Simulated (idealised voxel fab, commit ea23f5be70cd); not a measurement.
Herein follows the process module entitled voxel wiring stack.
Each square cell in cross-section cut measures 5 nm, and the section as a whole is 230 nm wide.
Cross-section, as written here: a square-cell grid given band by band from the top down, where a band holds one or more rows of cells.
Top height, bottom height, nm. Materials left to right, width each, nm. Single material + "all across" = fills band edge to edge. "air" = empty.
We count height from 0. Below that, the starting wafer is all one material. The lowest band never ends at the bottom but goes on down; see "0 -> down" for how that is written.
Per-row width for "30..40": begins at first number (top row of band), ends at second number (bottom row), increment between rows held constant.
It should be understood that the words "left unchanged", when stated for a given step, signify that the cross-section underwent no change in any of its cells during that step.
This entry, "Completely enclosed voids", enumerates those empty regions of no fewer than 8 cells that possess no open connection to the top. Each region is reported in the form width x height at distance, the distance being taken from the left edge, with all three quantities expressed in nm.
Formally, on a step line, whatever follows the settings is a remark that the simulator itself makes on the step.
"overlay nm" answers the question of how far to the right of plan the mask lay on a step that has a mask, and when it is negative the answer is to the left.
[Here's what the planned process steps look like]
step 1: RECEIVE: material Si
step 2: CONFORMAL_DEP: material SiO2, thk nm 10
step 3: DIRECTIONAL_DEP: material TiN, thk nm 5
step 4: DIRECTIONAL_DEP: material W, thk nm 20
step 5: DIRECTIONAL_DEP: material aC, thk nm 10
step 6: PATTERN: tone cover, mask id METAL_1, material resist, width nm 25, pitch nm 55, thk nm 30, overlay nm 0
step 7: DIRECTIONAL_ETCH: etch materials aC, depth nm 10
step 8: STRIP: etch materials resist
step 9: DIRECTIONAL_ETCH: etch materials W, depth nm 20
step 10: DIRECTIONAL_ETCH: etch materials TiN, depth nm 5
step 11: STRIP: etch materials aC
step 12: CONFORMAL_DEP: material SiN, thk nm 5
step 13: FILL_DEP: material lowk, thk nm 5
step 14: CMP: height nm 35
step 15: CONFORMAL_DEP: material SiCN, thk nm 5
step 16: DIRECTIONAL_DEP: material lowk, thk nm 30
step 17: DIRECTIONAL_DEP: material aC, thk nm 15
step 18: PATTERN: tone open, mask id METAL_2_HOLES, material resist, width nm 15, pitch nm 110, thk nm 35, overlay nm 0
step 19: DIRECTIONAL_ETCH: etch materials aC, depth nm 15
step 20: STRIP: etch materials resist
step 21: DIRECTIONAL_ETCH: etch materials lowk, depth nm 30
step 22: STRIP: etch materials aC
step 23: DIRECTIONAL_DEP: material aC, thk nm 10
step 24: PATTERN: tone open, mask id METAL_2, material resist, width nm 25, pitch nm 55, thk nm 25, overlay nm 0
step 25: DIRECTIONAL_ETCH: etch materials aC, depth nm 10
step 26: STRIP: etch materials resist
step 27: DIRECTIONAL_ETCH: etch materials lowk, depth nm 20
step 28: DIRECTIONAL_ETCH: etch materials SiCN, depth nm 5
step 29: STRIP: etch materials aC
step 30: CONFORMAL_DEP: material TiN, thk nm 5
step 31: FILL_DEP: material Cu, thk nm 10
step 32: CMP: height nm 70
step 33: CONFORMAL_DEP: material SiCN, thk nm 5
step 34: DIRECTIONAL_DEP: material SiO2, thk nm 30
step 35: MASKED_ETCH: tone open, mask id METAL_3_HOLES, width nm 15, pitch nm 110, etch materials SiO2, depth nm 30, overlay nm 0
step 36: PATTERN: tone open, mask id METAL_3, material resist, width nm 25, pitch nm 55, thk nm 15, overlay nm 0
step 37: DIRECTIONAL_ETCH: etch materials SiO2, depth nm 15
step 38: DIRECTIONAL_ETCH: etch materials SiCN, depth nm 5
step 39: STRIP: etch materials resist
step 40: CONFORMAL_DEP: material TiN, thk nm 5
step 41: FILL_DEP: material Cu, thk nm 10
step 42: CMP: height nm 105
step 43: CONFORMAL_DEP: material SiCN, thk nm 5
step 44: DIRECTIONAL_DEP: material SiO2, thk nm 15
step 45: PATTERN: tone open, mask id PLUG_3, material resist, width nm 15, pitch nm 55, thk nm 15, overlay nm -5
step 46: DIRECTIONAL_ETCH: etch materials SiO2, depth nm 15
step 47: DIRECTIONAL_ETCH: etch materials SiCN, depth nm 5
step 48: STRIP: etch materials resist
step 49: EPI: material Ru, thk nm 10
step 50: EPI: material Ru, thk nm 10
step 51: DIRECTIONAL_DEP: material TiN, thk nm 5
step 52: DIRECTIONAL_DEP: material Ru, thk nm 20
step 53: DIRECTIONAL_DEP: material aC, thk nm 15
step 54: PATTERN: tone cover, mask id METAL_4, material resist, width nm 25, pitch nm 55, thk nm 35, overlay nm 0
step 55: DIRECTIONAL_ETCH: etch materials aC, depth nm 15
step 56: STRIP: etch materials resist
step 57: DIRECTIONAL_ETCH: etch materials Ru, depth nm 20
step 58: DIRECTIONAL_ETCH: etch materials TiN, depth nm 5
step 59: STRIP: etch materials aC
step 60: CONFORMAL_DEP: material SiCN, thk nm 5
step 61: FILL_DEP: material lowk, thk nm 5
step 62: CMP: height nm 150
step 63: CONFORMAL_DEP: material SiCN, thk nm 5
What sets these wafers apart? The overlay nm at step 45. They all start alike, and the plan carries the first wafer's value.
[Incoming state of the first of several wafers in cross-section: after step 1]
> 0 -> down | Si all across
> Completely enclosed voids: none
[Per-wafer rows below. For each material: cells gained (+) or lost (-) since the wafer was received, as of end of module. Then: closed voids]
overlay nm -5 | +74 Cu | +128 Ru | +218 SiCN | +58 SiN | +392 SiO2 | +148 TiN | +80 W | +328 lowk | Completely enclosed voids: none
overlay nm 0 | +74 Cu | +128 Ru | +218 SiCN | +58 SiN | +392 SiO2 | +148 TiN | +80 W | +328 lowk | Completely enclosed voids: none
overlay nm 5 | +74 Cu | +128 Ru | +218 SiCN | +58 SiN | +392 SiO2 | +148 TiN | +80 W | +328 lowk | Completely enclosed voids: none
overlay nm 10 | +74 Cu | +128 Ru | +218 SiCN | +58 SiN | +392 SiO2 | +148 TiN | +80 W | +328 lowk | Completely enclosed voids: none
overlay nm 15 | +74 Cu | +128 Ru | +218 SiCN | +58 SiN | +392 SiO2 | +148 TiN | +80 W | +328 lowk | Completely enclosed voids: none
